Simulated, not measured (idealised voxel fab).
process module | voxel wiring stack
cross-section cut | 195 nm wide | cells 5 nm
A cross-section is a grid of square cells, given in bands from the top down. A band is one or more rows of cells.
Each band's line starts with the height of the band's top and of its bottom, in nm. Then come its materials from left to right, each with its width in nm. One material with "throughout" fills the band from edge to edge. "air" is empty space.
Height 0 is the level under which the wafer as received is all one material. The lowest band goes on downwards, as in "0 down".
A width such as "30 to 40" changes by the same amount from each row of cells to the next, from the band's top row to its bottom row.
"no change" after a step means that no cell of the cross-section changed.
closed voids: empty space of 8 cells or more with no open way to the top, each as width x height at its distance from the left edge, in nm
after a step's settings: what the simulator itself notes on the step
overlay nm, on a step with a mask: how far to the right of its planned place the mask lay; to the left if negative
Each pair below shows a cross-section before one step and the cross-section after it, down to the lowest band that changed. The line under each pair gives the step between them, with its settings. The pairs can come from different runs of this module on the same starting wafer, so a pair continues from the pair above only where its "before" says so.
before
  0 down: Si throughout
  closed voids: none
after
  15 to 0: SiO2 throughout
  below 0: unchanged
  closed voids: none
the step between: op CONFORMAL_DEP | material SiO2 | thk nm 15
before: the cross-section after the pair above
after
  20 to 15: TiN throughout
  below 15: unchanged
  closed voids: none
the step between: op DIRECTIONAL_DEP | material TiN | thk nm 5
before: the cross-section after the pair above
after
  45 to 20: Ru throughout
  below 20: unchanged
  closed voids: none
the step between: op DIRECTIONAL_DEP | material Ru | thk nm 25
before: the cross-section after the pair above
after
  65 to 45: air 35 | resist 30 | air 15 | resist 30 | air 15 | resist 30 | air 40
  below 45: unchanged
  closed voids: none
the step between: op PATTERN | tone cover | mask id METAL_1 | material resist | width nm 30 | pitch nm 45 | thk nm 20 | overlay nm 0
before: the cross-section after the pair above
after
  65 to 45: air 35 | resist 30 | air 15 | resist 30 | air 15 | resist 30 | air 40
  45 to 20: air 35 | Ru 30 | air 15 | Ru 30 | air 15 | Ru 30 | air 40
  below 20: unchanged
  closed voids: none
the step between: op DIRECTIONAL_ETCH | etch materials Ru | depth nm 25
before: the cross-section after the pair above
after
  65 to 45: air 35 | resist 30 | air 15 | resist 30 | air 15 | resist 30 | air 40
  45 to 20: air 35 | Ru 30 | air 15 | Ru 30 | air 15 | Ru 30 | air 40
  20 to 15: air 35 | TiN 30 | air 15 | TiN 30 | air 15 | TiN 30 | air 40
  below 15: unchanged
  closed voids: none
the step between: op DIRECTIONAL_ETCH | etch materials TiN | depth nm 5
before: the cross-section after the pair above
after
  45 to 20: air 35 | Ru 30 | air 15 | Ru 30 | air 15 | Ru 30 | air 40
  below 20: unchanged
  closed voids: none
the step between: op STRIP | etch materials resist
before: the cross-section after the pair above
after
  50 to 45: air 30 | SiN 40 | air 5 | SiN 40 | air 5 | SiN 40 | air 35
  45 to 20: air 30 | SiN 5 | Ru 30 | SiN 5 | air 5 | SiN 5 | Ru 30 | SiN 5 | air 5 | SiN 5 | Ru 30 | SiN 5 | air 35
  20 to 15: SiN 35 | TiN 30 | SiN 15 | TiN 30 | SiN 15 | TiN 30 | SiN 40
  below 15: unchanged
  closed voids: none
the step between: op CONFORMAL_DEP | material SiN | thk nm 5
before: the cross-section after the pair above
after
  60 to 50: lowk throughout
  50 to 45: lowk 30 | SiN 40 | lowk 5 | SiN 40 | lowk 5 | SiN 40 | lowk 35
  45 to 20: lowk 30 | SiN 5 | Ru 30 | SiN 5 | lowk 5 | SiN 5 | Ru 30 | SiN 5 | lowk 5 | SiN 5 | Ru 30 | SiN 5 | lowk 35
  below 20: unchanged
  closed voids: none
the step between: op FILL_DEP | material lowk | thk nm 10
before: the cross-section after the pair above
after
  45 to 20: lowk 30 | SiN 5 | Ru 30 | SiN 5 | lowk 5 | SiN 5 | Ru 30 | SiN 5 | lowk 5 | SiN 5 | Ru 30 | SiN 5 | lowk 35
  below 20: unchanged
  closed voids: none
the step between: op CMP | height nm 45
before: the cross-section after the pair above
after
  50 to 45: SiCN throughout
  below 45: unchanged
  closed voids: none
the step between: op CONFORMAL_DEP | material SiCN | thk nm 5
before: the cross-section after the pair above
after
  65 to 50: lowk throughout
  below 50: unchanged
  closed voids: none
the step between: op DIRECTIONAL_DEP | material lowk | thk nm 15
before: the cross-section after the pair above
after
  80 to 65: resist 35 | air 15 | resist 75 | air 15 | resist 55
  below 65: unchanged
  closed voids: none
the step between: op PATTERN | tone open | mask id PLUG_1 | material resist | width nm 15 | pitch nm 90 | thk nm 15 | overlay nm 0
before: the cross-section after the pair above
after
  80 to 65: resist 35 | air 15 | resist 75 | air 15 | resist 55
  65 to 50: lowk 35 | air 15 | lowk 75 | air 15 | lowk 55
  below 50: unchanged
  closed voids: none
the step between: op DIRECTIONAL_ETCH | etch materials lowk | depth nm 15
before: the cross-section after the pair above
after
  80 to 65: resist 35 | air 15 | resist 75 | air 15 | resist 55
  65 to 50: lowk 35 | air 15 | lowk 75 | air 15 | lowk 55
  50 to 45: SiCN 35 | air 15 | SiCN 75 | air 15 | SiCN 55
  below 45: unchanged
  closed voids: none
the step between: op DIRECTIONAL_ETCH | etch materials SiCN | depth nm 5
before: the cross-section after the pair above
after
  65 to 50: lowk 35 | air 15 | lowk 75 | air 15 | lowk 55
  below 50: unchanged
  closed voids: none
the step between: op STRIP | etch materials resist
before: the cross-section after the pair above
after
  70 to 65: TiN 40 | air 5 | TiN 85 | air 5 | TiN 60
  65 to 50: lowk 35 | TiN 5 | air 5 | TiN 5 | lowk 75 | TiN 5 | air 5 | TiN 5 | lowk 55
  50 to 45: SiCN 35 | TiN 15 | SiCN 75 | TiN 15 | SiCN 55
  below 45: unchanged
  closed voids: none
the step between: op CONFORMAL_DEP | material TiN | thk nm 5
before: the cross-section after the pair above
after
  80 to 70: Cu throughout
  70 to 65: TiN 40 | Cu 5 | TiN 85 | Cu 5 | TiN 60
  65 to 50: lowk 35 | TiN 5 | Cu 5 | TiN 5 | lowk 75 | TiN 5 | Cu 5 | TiN 5 | lowk 55
  below 50: unchanged
  closed voids: none
the step between: op FILL_DEP | material Cu | thk nm 10
before: the cross-section after the pair above
after
  65 to 50: lowk 35 | TiN 5 | Cu 5 | TiN 5 | lowk 75 | TiN 5 | Cu 5 | TiN 5 | lowk 55
  below 50: unchanged
  closed voids: none
the step between: op CMP | height nm 65
before: the cross-section after the pair above
after
  70 to 65: SiCN throughout
  below 65: unchanged
  closed voids: none
the step between: op CONFORMAL_DEP | material SiCN | thk nm 5
before: the cross-section after the pair above
after
  85 to 70: SiO2 throughout
  below 70: unchanged
  closed voids: none
the step between: op DIRECTIONAL_DEP | material SiO2 | thk nm 15
before: the cross-section after the pair above
after
  85 to 70: SiO2 35 | air 30 | SiO2 15 | air 30 | SiO2 15 | air 30 | SiO2 40
  below 70: unchanged
  closed voids: none
the step between: op MASKED_ETCH | tone open | mask id METAL_2 | width nm 30 | pitch nm 45 | etch materials SiO2 | depth nm 15 | overlay nm 0
before: the cross-section after the pair above
after
  85 to 70: SiO2 35 | air 30 | SiO2 15 | air 30 | SiO2 15 | air 30 | SiO2 40
  70 to 65: SiCN 35 | air 30 | SiCN 15 | air 30 | SiCN 15 | air 30 | SiCN 40
  below 65: unchanged
  closed voids: none
the step between: op MASKED_ETCH | tone open | mask id METAL_2 | width nm 30 | pitch nm 45 | etch materials SiCN | depth nm 5 | overlay nm 0
before: the cross-section after the pair above
after
  90 to 85: TiN 40 | air 20 | TiN 25 | air 20 | TiN 25 | air 20 | TiN 45
  85 to 70: SiO2 35 | TiN 5 | air 20 | TiN 5 | SiO2 15 | TiN 5 | air 20 | TiN 5 | SiO2 15 | TiN 5 | air 20 | TiN 5 | SiO2 40
  70 to 65: SiCN 35 | TiN 30 | SiCN 15 | TiN 30 | SiCN 15 | TiN 30 | SiCN 40
  below 65: unchanged
  closed voids: none
the step between: op CONFORMAL_DEP | material TiN | thk nm 5
before: the cross-section after the pair above
after
  95 to 90: W throughout
  90 to 85: TiN 40 | W 20 | TiN 25 | W 20 | TiN 25 | W 20 | TiN 45
  85 to 70: SiO2 35 | TiN 5 | W 20 | TiN 5 | SiO2 15 | TiN 5 | W 20 | TiN 5 | SiO2 15 | TiN 5 | W 20 | TiN 5 | SiO2 40
  below 70: unchanged
  closed voids: none
the step between: op FILL_DEP | material W | thk nm 5
before: the cross-section after the pair above
after
  85 to 70: SiO2 35 | TiN 5 | W 20 | TiN 5 | SiO2 15 | TiN 5 | W 20 | TiN 5 | SiO2 15 | TiN 5 | W 20 | TiN 5 | SiO2 40
  below 70: unchanged
  closed voids: none
the step between: op CMP | height nm 85
before: the cross-section after the pair above
after
  90 to 85: SiCN throughout
  below 85: unchanged
  closed voids: none
the step between: op CONFORMAL_DEP | material SiCN | thk nm 5
before: the cross-section after the pair above
after
  125 to 90: lowk throughout
  below 90: unchanged
  closed voids: none
the step between: op DIRECTIONAL_DEP | material lowk | thk nm 35
before: the cross-section after the pair above
after
  140 to 125: resist 35 | air 30 | resist 15 | air 30 | resist 15 | air 30 | resist 40
  below 125: unchanged
  closed voids: none
the step between: op PATTERN | tone open | mask id METAL_3 | material resist | width nm 30 | pitch nm 45 | thk nm 15 | overlay nm 0
before: the cross-section after the pair above
after
  140 to 125: resist 35 | air 30 | resist 15 | air 30 | resist 15 | air 30 | resist 40
  125 to 105: lowk 35 | air 30 | lowk 15 | air 30 | lowk 15 | air 30 | lowk 40
  below 105: unchanged
  closed voids: none
the step between: op DIRECTIONAL_ETCH | etch materials lowk | depth nm 20
before: the cross-section after the pair above
after
  125 to 105: lowk 35 | air 30 | lowk 15 | air 30 | lowk 15 | air 30 | lowk 40
  below 105: unchanged
  closed voids: none
the step between: op STRIP | etch materials resist
before: the cross-section after the pair above
after
  145 to 125: resist 35 | air 15 | resist 75 | air 15 | resist 55
  125 to 105: lowk 35 | air 15 | resist 15 | lowk 15 | resist 30 | lowk 15 | air 15 | resist 15 | lowk 40
  below 105: unchanged
  closed voids: none
the step between: op PATTERN | tone open | mask id METAL_3_HOLES | material resist | width nm 15 | pitch nm 90 | thk nm 20 | overlay nm 0
before: the cross-section after the pair above
after
  145 to 125: resist 35 | air 15 | resist 75 | air 15 | resist 55
  125 to 105: lowk 35 | air 15 | resist 15 | lowk 15 | resist 30 | lowk 15 | air 15 | resist 15 | lowk 40
  105 to 90: lowk 35 | air 15 | lowk 75 | air 15 | lowk 55
  below 90: unchanged
  closed voids: none
the step between: op DIRECTIONAL_ETCH | etch materials lowk | depth nm 15
before: the cross-section after the pair above
after
  145 to 125: resist 35 | air 15 | resist 75 | air 15 | resist 55
  125 to 105: lowk 35 | air 15 | resist 15 | lowk 15 | resist 30 | lowk 15 | air 15 | resist 15 | lowk 40
  105 to 90: lowk 35 | air 15 | lowk 75 | air 15 | lowk 55
  90 to 85: SiCN 35 | air 15 | SiCN 75 | air 15 | SiCN 55
  below 85: unchanged
  closed voids: none
the step between: op DIRECTIONAL_ETCH | etch materials SiCN | depth nm 5
before: the cross-section after the pair above
after
  125 to 105: lowk 35 | air 30 | lowk 15 | air 30 | lowk 15 | air 30 | lowk 40
  below 105: unchanged
  closed voids: none
the step between: op STRIP | etch materials resist
before: the cross-section after the pair above
after
  130 to 125: TiN 40 | air 20 | TiN 25 | air 20 | TiN 25 | air 20 | TiN 45
  125 to 110: lowk 35 | TiN 5 | air 20 | TiN 5 | lowk 15 | TiN 5 | air 20 | TiN 5 | lowk 15 | TiN 5 | air 20 | TiN 5 | lowk 40
  110 to 105: lowk 35 | TiN 5 | air 5 | TiN 20 | lowk 15 | TiN 30 | lowk 15 | TiN 5 | air 5 | TiN 20 | lowk 40
  105 to 90: lowk 35 | TiN 5 | air 5 | TiN 5 | lowk 75 | TiN 5 | air 5 | TiN 5 | lowk 55
  90 to 85: SiCN 35 | TiN 15 | SiCN 75 | TiN 15 | SiCN 55
  below 85: unchanged
  closed voids: none
the step between: op CONFORMAL_DEP | material TiN | thk nm 5
before: the cross-section after the pair above
after
  140 to 130: Cu throughout
  130 to 125: TiN 40 | Cu 20 | TiN 25 | Cu 20 | TiN 25 | Cu 20 | TiN 45
  125 to 110: lowk 35 | TiN 5 | Cu 20 | TiN 5 | lowk 15 | TiN 5 | Cu 20 | TiN 5 | lowk 15 | TiN 5 | Cu 20 | TiN 5 | lowk 40
  110 to 105: lowk 35 | TiN 5 | Cu 5 | TiN 20 | lowk 15 | TiN 30 | lowk 15 | TiN 5 | Cu 5 | TiN 20 | lowk 40
  105 to 90: lowk 35 | TiN 5 | Cu 5 | TiN 5 | lowk 75 | TiN 5 | Cu 5 | TiN 5 | lowk 55
  below 90: unchanged
  closed voids: none
the step between: op FILL_DEP | material Cu | thk nm 10
before: the cross-section after the pair above
after
  125 to 110: lowk 35 | TiN 5 | Cu 20 | TiN 5 | lowk 15 | TiN 5 | Cu 20 | TiN 5 | lowk 15 | TiN 5 | Cu 20 | TiN 5 | lowk 40
  below 110: unchanged
  closed voids: none
the step between: op CMP | height nm 125
before: the cross-section after the pair above
after
  130 to 125: SiCN throughout
  below 125: unchanged
  closed voids: none
the step between: op CONFORMAL_DEP | material SiCN | thk nm 5
before
  80 to 70: Cu throughout
  70 to 65: TiN 40 | Cu 5 | TiN 85 | Cu 5 | TiN 60
  65 to 50: lowk 35 | TiN 5 | Cu 5 | TiN 5 | lowk 75 | TiN 5 | Cu 5 | TiN 5 | lowk 55
  50 to 45: SiCN 35 | TiN 15 | SiCN 75 | TiN 15 | SiCN 55
  45 to 20: lowk 30 | SiN 5 | Ru 30 | SiN 5 | lowk 5 | SiN 5 | Ru 30 | SiN 5 | lowk 5 | SiN 5 | Ru 30 | SiN 5 | lowk 35
  20 to 15: SiN 35 | TiN 30 | SiN 15 | TiN 30 | SiN 15 | TiN 30 | SiN 40
  15 to 0: SiO2 throughout
  0 down: Si throughout
  closed voids: none
after
  85 to 80: SiCN throughout
  below 80: unchanged
  closed voids: none
the step between: op CONFORMAL_DEP | material SiCN | thk nm 5
before: the cross-section after the pair above
after
  100 to 85: SiO2 throughout
  below 85: unchanged
  closed voids: none
the step between: op DIRECTIONAL_DEP | material SiO2 | thk nm 15
before: the cross-section after the pair above
after
  100 to 85: SiO2 35 | air 30 | SiO2 15 | air 30 | SiO2 15 | air 30 | SiO2 40
  below 85: unchanged
  closed voids: none
the step between: op MASKED_ETCH | tone open | mask id METAL_2 | width nm 30 | pitch nm 45 | etch materials SiO2 | depth nm 15 | overlay nm 0
before: the cross-section after the pair above
after
  100 to 85: SiO2 35 | air 30 | SiO2 15 | air 30 | SiO2 15 | air 30 | SiO2 40
  85 to 80: SiCN 35 | air 30 | SiCN 15 | air 30 | SiCN 15 | air 30 | SiCN 40
  below 80: unchanged
  closed voids: none
the step between: op MASKED_ETCH | tone open | mask id METAL_2 | width nm 30 | pitch nm 45 | etch materials SiCN | depth nm 5 | overlay nm 0
before: the cross-section after the pair above
after
  105 to 100: TiN 40 | air 20 | TiN 25 | air 20 | TiN 25 | air 20 | TiN 45
  100 to 85: SiO2 35 | TiN 5 | air 20 | TiN 5 | SiO2 15 | TiN 5 | air 20 | TiN 5 | SiO2 15 | TiN 5 | air 20 | TiN 5 | SiO2 40
  85 to 80: SiCN 35 | TiN 30 | SiCN 15 | TiN 30 | SiCN 15 | TiN 30 | SiCN 40
  below 80: unchanged
  closed voids: none
the step between: op CONFORMAL_DEP | material TiN | thk nm 5
before: the cross-section after the pair above
after
  110 to 105: W throughout
  105 to 100: TiN 40 | W 20 | TiN 25 | W 20 | TiN 25 | W 20 | TiN 45
  100 to 85: SiO2 35 | TiN 5 | W 20 | TiN 5 | SiO2 15 | TiN 5 | W 20 | TiN 5 | SiO2 15 | TiN 5 | W 20 | TiN 5 | SiO2 40
  below 85: unchanged
  closed voids: none
the step between: op FILL_DEP | material W | thk nm 5
before: the cross-section after the pair above
after
  85 to 80: SiCN 35 | TiN 30 | SiCN 15 | TiN 30 | SiCN 15 | TiN 30 | SiCN 40
  below 80: unchanged
  closed voids: none
the step between: op CMP | height nm 85
before: the cross-section after the pair above
after
  90 to 85: SiCN throughout
  below 85: unchanged
  closed voids: none
the step between: op CONFORMAL_DEP | material SiCN | thk nm 5
before: the cross-section after the pair above
after
  125 to 90: lowk throughout
  below 90: unchanged
  closed voids: none
the step between: op DIRECTIONAL_DEP | material lowk | thk nm 35
before: the cross-section after the pair above
after
  140 to 125: resist 35 | air 30 | resist 15 | air 30 | resist 15 | air 30 | resist 40
  below 125: unchanged
  closed voids: none
the step between: op PATTERN | tone open | mask id METAL_3 | material resist | width nm 30 | pitch nm 45 | thk nm 15 | overlay nm 0
before: the cross-section after the pair above
after
  140 to 125: resist 35 | air 30 | resist 15 | air 30 | resist 15 | air 30 | resist 40
  125 to 105: lowk 35 | air 30 | lowk 15 | air 30 | lowk 15 | air 30 | lowk 40
  below 105: unchanged
  closed voids: none
the step between: op DIRECTIONAL_ETCH | etch materials lowk | depth nm 20
before: the cross-section after the pair above
after
  125 to 105: lowk 35 | air 30 | lowk 15 | air 30 | lowk 15 | air 30 | lowk 40
  below 105: unchanged
  closed voids: none
the step between: op STRIP | etch materials resist
before: the cross-section after the pair above
after
  145 to 125: resist 35 | air 15 | resist 75 | air 15 | resist 55
  125 to 105: lowk 35 | air 15 | resist 15 | lowk 15 | resist 30 | lowk 15 | air 15 | resist 15 | lowk 40
  below 105: unchanged
  closed voids: none
the step between: op PATTERN | tone open | mask id METAL_3_HOLES | material resist | width nm 15 | pitch nm 90 | thk nm 20 | overlay nm 0
before: the cross-section after the pair above
after
  145 to 125: resist 35 | air 15 | resist 75 | air 15 | resist 55
  125 to 105: lowk 35 | air 15 | resist 15 | lowk 15 | resist 30 | lowk 15 | air 15 | resist 15 | lowk 40
  105 to 90: lowk 35 | air 15 | lowk 75 | air 15 | lowk 55
  below 90: unchanged
  closed voids: none
the step between: op DIRECTIONAL_ETCH | etch materials lowk | depth nm 15
before: the cross-section after the pair above
after
  145 to 125: resist 35 | air 15 | resist 75 | air 15 | resist 55
  125 to 105: lowk 35 | air 15 | resist 15 | lowk 15 | resist 30 | lowk 15 | air 15 | resist 15 | lowk 40
  105 to 90: lowk 35 | air 15 | lowk 75 | air 15 | lowk 55
  90 to 85: SiCN 35 | air 15 | SiCN 75 | air 15 | SiCN 55
  below 85: unchanged
  closed voids: none
the step between: op DIRECTIONAL_ETCH | etch materials SiCN | depth nm 5
before: the cross-section after the pair above
after
  125 to 105: lowk 35 | air 30 | lowk 15 | air 30 | lowk 15 | air 30 | lowk 40
  below 105: unchanged
  closed voids: none
the step between: op STRIP | etch materials resist
before: the cross-section after the pair above
after
  130 to 125: TiN 40 | air 20 | TiN 25 | air 20 | TiN 25 | air 20 | TiN 45
  125 to 110: lowk 35 | TiN 5 | air 20 | TiN 5 | lowk 15 | TiN 5 | air 20 | TiN 5 | lowk 15 | TiN 5 | air 20 | TiN 5 | lowk 40
  110 to 105: lowk 35 | TiN 5 | air 5 | TiN 20 | lowk 15 | TiN 30 | lowk 15 | TiN 5 | air 5 | TiN 20 | lowk 40
  105 to 90: lowk 35 | TiN 5 | air 5 | TiN 5 | lowk 75 | TiN 5 | air 5 | TiN 5 | lowk 55
  90 to 85: SiCN 35 | TiN 15 | SiCN 75 | TiN 15 | SiCN 55
  below 85: unchanged
  closed voids: none
the step between: op CONFORMAL_DEP | material TiN | thk nm 5
before: the cross-section after the pair above
after
  140 to 130: Cu throughout
  130 to 125: TiN 40 | Cu 20 | TiN 25 | Cu 20 | TiN 25 | Cu 20 | TiN 45
  125 to 110: lowk 35 | TiN 5 | Cu 20 | TiN 5 | lowk 15 | TiN 5 | Cu 20 | TiN 5 | lowk 15 | TiN 5 | Cu 20 | TiN 5 | lowk 40
  110 to 105: lowk 35 | TiN 5 | Cu 5 | TiN 20 | lowk 15 | TiN 30 | lowk 15 | TiN 5 | Cu 5 | TiN 20 | lowk 40
  105 to 90: lowk 35 | TiN 5 | Cu 5 | TiN 5 | lowk 75 | TiN 5 | Cu 5 | TiN 5 | lowk 55
  below 90: unchanged
  closed voids: none
the step between: op FILL_DEP | material Cu | thk nm 10
before: the cross-section after the pair above
after
  125 to 110: lowk 35 | TiN 5 | Cu 20 | TiN 5 | lowk 15 | TiN 5 | Cu 20 | TiN 5 | lowk 15 | TiN 5 | Cu 20 | TiN 5 | lowk 40
  below 110: unchanged
  closed voids: none
the step between: op CMP | height nm 125
before: the cross-section after the pair above
after
  130 to 125: SiCN throughout
  below 125: unchanged
  closed voids: none
the step between: op CONFORMAL_DEP | material SiCN | thk nm 5
before
  140 to 125: resist 35 | air 30 | resist 15 | air 30 | resist 15 | air 30 | resist 40
  125 to 105: lowk 35 | air 30 | lowk 15 | air 30 | lowk 15 | air 30 | lowk 40
  105 to 90: lowk throughout
  90 to 85: SiCN throughout
  85 to 70: SiO2 35 | TiN 5 | W 20 | TiN 5 | SiO2 15 | TiN 5 | W 20 | TiN 5 | SiO2 15 | TiN 5 | W 20 | TiN 5 | SiO2 40
  70 to 65: SiCN 35 | TiN 30 | SiCN 15 | TiN 30 | SiCN 15 | TiN 30 | SiCN 40
  65 to 50: lowk 35 | TiN 5 | Cu 5 | TiN 5 | lowk 75 | TiN 5 | Cu 5 | TiN 5 | lowk 55
  50 to 45: SiCN 35 | TiN 15 | SiCN 75 | TiN 15 | SiCN 55
  45 to 20: lowk 30 | SiN 5 | Ru 30 | SiN 5 | lowk 5 | SiN 5 | Ru 30 | SiN 5 | lowk 5 | SiN 5 | Ru 30 | SiN 5 | lowk 35
  20 to 15: SiN 35 | TiN 30 | SiN 15 | TiN 30 | SiN 15 | TiN 30 | SiN 40
  15 to 0: SiO2 throughout
  0 down: Si throughout
  closed voids: none
after
  140 to 125: resist 35 | air 30 | resist 15 | air 30 | resist 15 | air 30 | resist 40
  125 to 90: lowk 35 | air 30 | lowk 15 | air 30 | lowk 15 | air 30 | lowk 40
  below 90: unchanged
  closed voids: none
the step between: op DIRECTIONAL_ETCH | etch materials lowk | depth nm 20
before: the cross-section after the pair above
after
  125 to 90: lowk 35 | air 30 | lowk 15 | air 30 | lowk 15 | air 30 | lowk 40
  below 90: unchanged
  closed voids: none
the step between: op STRIP | etch materials resist
before: the cross-section after the pair above
after
  145 to 125: resist 35 | air 15 | resist 75 | air 15 | resist 55
  125 to 90: lowk 35 | air 15 | resist 15 | lowk 15 | resist 30 | lowk 15 | air 15 | resist 15 | lowk 40
  below 90: unchanged
  closed voids: none
the step between: op PATTERN | tone open | mask id METAL_3_HOLES | material resist | width nm 15 | pitch nm 90 | thk nm 20 | overlay nm 0
before: the cross-section after the pair above
after
  145 to 125: resist 35 | air 15 | resist 75 | air 15 | resist 55
  125 to 90: lowk 35 | air 15 | resist 15 | lowk 15 | resist 30 | lowk 15 | air 15 | resist 15 | lowk 40
  90 to 85: SiCN 35 | air 15 | SiCN 75 | air 15 | SiCN 55
  below 85: unchanged
  closed voids: none
the step between: op DIRECTIONAL_ETCH | etch materials SiCN | depth nm 5
before: the cross-section after the pair above
after
  125 to 90: lowk 35 | air 30 | lowk 15 | air 30 | lowk 15 | air 30 | lowk 40
  below 90: unchanged
  closed voids: none
the step between: op STRIP | etch materials resist
before: the cross-section after the pair above
after
  130 to 125: TiN 40 | air 20 | TiN 25 | air 20 | TiN 25 | air 20 | TiN 45
  125 to 95: lowk 35 | TiN 5 | air 20 | TiN 5 | lowk 15 | TiN 5 | air 20 | TiN 5 | lowk 15 | TiN 5 | air 20 | TiN 5 | lowk 40
  95 to 90: lowk 35 | TiN 5 | air 5 | TiN 20 | lowk 15 | TiN 30 | lowk 15 | TiN 5 | air 5 | TiN 20 | lowk 40
  90 to 85: SiCN 35 | TiN 15 | SiCN 75 | TiN 15 | SiCN 55
  below 85: unchanged
  closed voids: none
the step between: op CONFORMAL_DEP | material TiN | thk nm 5
before: the cross-section after the pair above
after
  140 to 130: Cu throughout
  130 to 125: TiN 40 | Cu 20 | TiN 25 | Cu 20 | TiN 25 | Cu 20 | TiN 45
  125 to 95: lowk 35 | TiN 5 | Cu 20 | TiN 5 | lowk 15 | TiN 5 | Cu 20 | TiN 5 | lowk 15 | TiN 5 | Cu 20 | TiN 5 | lowk 40
  95 to 90: lowk 35 | TiN 5 | Cu 5 | TiN 20 | lowk 15 | TiN 30 | lowk 15 | TiN 5 | Cu 5 | TiN 20 | lowk 40
  below 90: unchanged
  closed voids: none
the step between: op FILL_DEP | material Cu | thk nm 10
before: the cross-section after the pair above
after
  125 to 95: lowk 35 | TiN 5 | Cu 20 | TiN 5 | lowk 15 | TiN 5 | Cu 20 | TiN 5 | lowk 15 | TiN 5 | Cu 20 | TiN 5 | lowk 40
  below 95: unchanged
  closed voids: none
the step between: op CMP | height nm 125
before: the cross-section after the pair above
after
  130 to 125: SiCN throughout
  below 125: unchanged
  closed voids: none
the step between: op CONFORMAL_DEP | material SiCN | thk nm 5
before
  45 to 20: lowk 30 | SiN 5 | Ru 30 | SiN 5 | lowk 5 | SiN 5 | Ru 30 | SiN 5 | lowk 5 | SiN 5 | Ru 30 | SiN 5 | lowk 35
  20 to 15: SiN 35 | TiN 30 | SiN 15 | TiN 30 | SiN 15 | TiN 30 | SiN 40
  15 to 0: SiO2 throughout
  0 down: Si throughout
  closed voids: none
after
  60 to 45: lowk throughout
  below 45: unchanged
  closed voids: none
the step between: op DIRECTIONAL_DEP | material lowk | thk nm 15
before: the cross-section after the pair above
after
  65 to 60: SiCN throughout
  below 60: unchanged
  closed voids: none
the step between: op CONFORMAL_DEP | material SiCN | thk nm 5
before: the cross-section after the pair above
after
  80 to 65: resist 35 | air 15 | resist 75 | air 15 | resist 55
  below 65: unchanged
  closed voids: none
the step between: op PATTERN | tone open | mask id PLUG_1 | material resist | width nm 15 | pitch nm 90 | thk nm 15 | overlay nm 0
before: the cross-section after the pair above
after
  80 to 65: resist 35 | air 15 | resist 75 | air 15 | resist 55
  65 to 60: SiCN 35 | air 15 | SiCN 75 | air 15 | SiCN 55
  below 60: unchanged
  closed voids: none
the step between: op DIRECTIONAL_ETCH | etch materials SiCN | depth nm 5
before: the cross-section after the pair above
after
  65 to 60: SiCN 35 | air 15 | SiCN 75 | air 15 | SiCN 55
  below 60: unchanged
  closed voids: none
the step between: op STRIP | etch materials resist
before: the cross-section after the pair above
after
  70 to 65: TiN 40 | air 5 | TiN 85 | air 5 | TiN 60
  65 to 60: SiCN 35 | TiN 15 | SiCN 75 | TiN 15 | SiCN 55
  below 60: unchanged
  closed voids: none
the step between: op CONFORMAL_DEP | material TiN | thk nm 5
before: the cross-section after the pair above
after
  80 to 70: Cu throughout
  70 to 65: TiN 40 | Cu 5 | TiN 85 | Cu 5 | TiN 60
  below 65: unchanged
  closed voids: none
the step between: op FILL_DEP | material Cu | thk nm 10
before: the cross-section after the pair above
after
  65 to 60: SiCN 35 | TiN 15 | SiCN 75 | TiN 15 | SiCN 55
  below 60: unchanged
  closed voids: none
the step between: op CMP | height nm 65
before: the cross-section after the pair above
after
  70 to 65: SiCN throughout
  below 65: unchanged
  closed voids: none
the step between: op CONFORMAL_DEP | material SiCN | thk nm 5
before: the cross-section after the pair above
after
  85 to 70: SiO2 throughout
  below 70: unchanged
  closed voids: none
the step between: op DIRECTIONAL_DEP | material SiO2 | thk nm 15
before: the cross-section after the pair above
after
  85 to 70: SiO2 35 | air 30 | SiO2 15 | air 30 | SiO2 15 | air 30 | SiO2 40
  below 70: unchanged
  closed voids: none
the step between: op MASKED_ETCH | tone open | mask id METAL_2 | width nm 30 | pitch nm 45 | etch materials SiO2 | depth nm 15 | overlay nm 0
before: the cross-section after the pair above
after
  85 to 70: SiO2 35 | air 30 | SiO2 15 | air 30 | SiO2 15 | air 30 | SiO2 40
  70 to 65: SiCN 35 | air 30 | SiCN 15 | air 30 | SiCN 15 | air 30 | SiCN 40
  below 65: unchanged
  closed voids: none
the step between: op MASKED_ETCH | tone open | mask id METAL_2 | width nm 30 | pitch nm 45 | etch materials SiCN | depth nm 5 | overlay nm 0
before: the cross-section after the pair above
after
  90 to 85: TiN 40 | air 20 | TiN 25 | air 20 | TiN 25 | air 20 | TiN 45
  85 to 70: SiO2 35 | TiN 5 | air 20 | TiN 5 | SiO2 15 | TiN 5 | air 20 | TiN 5 | SiO2 15 | TiN 5 | air 20 | TiN 5 | SiO2 40
  70 to 65: SiCN 35 | TiN 30 | SiCN 15 | TiN 30 | SiCN 15 | TiN 30 | SiCN 40
  below 65: unchanged
  closed voids: none
the step between: op CONFORMAL_DEP | material TiN | thk nm 5
before: the cross-section after the pair above
after
  95 to 90: W throughout
  90 to 85: TiN 40 | W 20 | TiN 25 | W 20 | TiN 25 | W 20 | TiN 45
  85 to 70: SiO2 35 | TiN 5 | W 20 | TiN 5 | SiO2 15 | TiN 5 | W 20 | TiN 5 | SiO2 15 | TiN 5 | W 20 | TiN 5 | SiO2 40
  below 70: unchanged
  closed voids: none
the step between: op FILL_DEP | material W | thk nm 5
before: the cross-section after the pair above
after
  85 to 70: SiO2 35 | TiN 5 | W 20 | TiN 5 | SiO2 15 | TiN 5 | W 20 | TiN 5 | SiO2 15 | TiN 5 | W 20 | TiN 5 | SiO2 40
  below 70: unchanged
  closed voids: none
the step between: op CMP | height nm 85
before: the cross-section after the pair above
after
  90 to 85: SiCN throughout
  below 85: unchanged
  closed voids: none
the step between: op CONFORMAL_DEP | material SiCN | thk nm 5
before: the cross-section after the pair above
after
  125 to 90: lowk throughout
  below 90: unchanged
  closed voids: none
the step between: op DIRECTIONAL_DEP | material lowk | thk nm 35
before: the cross-section after the pair above
after
  140 to 125: resist 35 | air 30 | resist 15 | air 30 | resist 15 | air 30 | resist 40
  below 125: unchanged
  closed voids: none
the step between: op PATTERN | tone open | mask id METAL_3 | material resist | width nm 30 | pitch nm 45 | thk nm 15 | overlay nm 0
before: the cross-section after the pair above
after
  140 to 125: resist 35 | air 30 | resist 15 | air 30 | resist 15 | air 30 | resist 40
  125 to 105: lowk 35 | air 30 | lowk 15 | air 30 | lowk 15 | air 30 | lowk 40
  below 105: unchanged
  closed voids: none
the step between: op DIRECTIONAL_ETCH | etch materials lowk | depth nm 20
before: the cross-section after the pair above
after
  125 to 105: lowk 35 | air 30 | lowk 15 | air 30 | lowk 15 | air 30 | lowk 40
  below 105: unchanged
  closed voids: none
the step between: op STRIP | etch materials resist
